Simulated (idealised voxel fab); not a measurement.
Name of the process module below: voxel self aligned vias
Cross-section cut spans 205 nm and uses square cells 5 nm in size.
Format of a cross-section: grid, square cells. Given as bands. Order: top down. Band: one or more rows of cells.
What a band's entry tells you: where the top is and where the bottom is, as heights in nm, and after that what lies inside, material by material from left to right, each with its width in nm. Empty space is written as the word "blank", and a single material marked with the word "throughout" occupies the band from edge to edge.
Note: height 0 marks the level under which the wafer is uniformly one material as received. Lowest band unbounded below, written "from 0 down".
With a width like "30 to 40", each row of cells in the band differs from the next by the same amount, the top row carrying the first number and the bottom row the second.
When a step is marked "nothing was modified", none of the cells in the cross-section changed during that step.
Closed-off voids of 8+ cells (no open route to the top) go in "Enclosed voids", written width x height at distance from the left edge, in nm.
On each step's line, the part that comes after the settings is the simulator's own comment on the step.
The line of a step may include "overlay nm". On a step with a mask, this value is how far to the right of its planned place the mask lay. A negative value means the mask lay to the left.
### Steps planned for the process
1: RECEIVE, material Si
2: CONFORMAL_DEP, material SiO2, thk nm 10
3: CONFORMAL_DEP, material SiCN, thk nm 5
4: DIRECTIONAL_DEP, material SiO2, thk nm 25
5: PATTERN, tone open, mask id LINES, material resist, width nm 20, pitch nm 65, thk nm 20, overlay nm 0
6: DIRECTIONAL_ETCH, etch materials SiO2, depth nm 25
7: STRIP, etch materials resist
8: CONFORMAL_DEP, material TiN, thk nm 5
9: FILL_DEP, material W, thk nm 10
10: CMP, height nm 40
11: SELECTIVE_ETCH, etch materials W Ru TiN, depth nm 5
12: FILL_DEP, material SiN, thk nm 5
13: CMP, height nm 40
14: DIRECTIONAL_DEP, material SiO2, thk nm 20
15: PATTERN, tone open, mask id VIAS, material resist, width nm 40, pitch nm 130, thk nm 20, overlay nm 0
16: DIRECTIONAL_ETCH, etch materials SiO2, depth nm 20
17: DIRECTIONAL_ETCH, etch materials SiN, depth nm 5
18: STRIP, etch materials resist
19: CONFORMAL_DEP, material TiN, thk nm 5
20: FILL_DEP, material Ru, thk nm 5
21: CMP, height nm 60
22: CONFORMAL_DEP, material SiN, thk nm 5
### as received, after step 1
	from 0 down = Si throughout
	Enclosed voids: none
### Here's the cross-section of the first of our two wafers at the end of the module - it ran as planned
	from 65 to 60 = SiN throughout
	from 60 to 45 = SiO2: 15  TiN: 5  Ru: 30  TiN: 5  SiO2: 90  TiN: 5  Ru: 30  TiN: 5  SiO2: 20
	from 45 to 40 = SiO2: 15  TiN: 15  Ru: 10  TiN: 15  SiO2: 90  TiN: 15  Ru: 10  TiN: 15  SiO2: 20
	from 40 to 35 = SiO2: 25  TiN: 20  SiO2: 45  SiN: 20  SiO2: 45  TiN: 20  SiO2: 30
	from 35 to 20 = SiO2: 25  TiN: 5  W: 10  TiN: 5  SiO2: 45  TiN: 5  W: 10  TiN: 5  SiO2: 45  TiN: 5  W: 10  TiN: 5  SiO2: 30
	from 20 to 15 = SiO2: 25  TiN: 20  SiO2: 45  TiN: 20  SiO2: 45  TiN: 20  SiO2: 30
	from 15 to 10 = SiCN throughout
	from 10 to 0 = SiO2 throughout
	from 0 down = Si throughout
	Enclosed voids: none
### So this is wafer number two of the two, cut at the end of the module - it started where the first did and had the same plan, we just got one thing wrong running it
	from 65 to 60 = SiN throughout
	from 60 to 45 = SiO2: 20  TiN: 5  Ru: 25  TiN: 5  SiO2: 95  TiN: 5  Ru: 25  TiN: 5  SiO2: 20
	from 45 to 40 = SiO2: 20  TiN: 10  Ru: 10  TiN: 15  SiO2: 95  TiN: 10  Ru: 10  TiN: 15  SiO2: 20
	from 40 to 35 = SiO2: 25  TiN: 20  SiO2: 45  SiN: 20  SiO2: 45  TiN: 20  SiO2: 30
	from 35 to 20 = SiO2: 25  TiN: 5  W: 10  TiN: 5  SiO2: 45  TiN: 5  W: 10  TiN: 5  SiO2: 45  TiN: 5  W: 10  TiN: 5  SiO2: 30
	from 20 to 15 = SiO2: 25  TiN: 20  SiO2: 45  TiN: 20  SiO2: 45  TiN: 20  SiO2: 30
	from 15 to 10 = SiCN throughout
	from 10 to 0 = SiO2 throughout
	from 0 down = Si throughout
	Enclosed voids: none
Deviation noted in wafer processing: step 15 went in with a setting other than planned; the actual run was PATTERN, tone open, mask id VIAS, material resist, width nm 35, pitch nm 130, thk nm 20, overlay nm 0
Cell-count delta at end, second wafer over first, by material: Ru: 6 fewer, SiO2: 8 more, TiN: 2 fewer
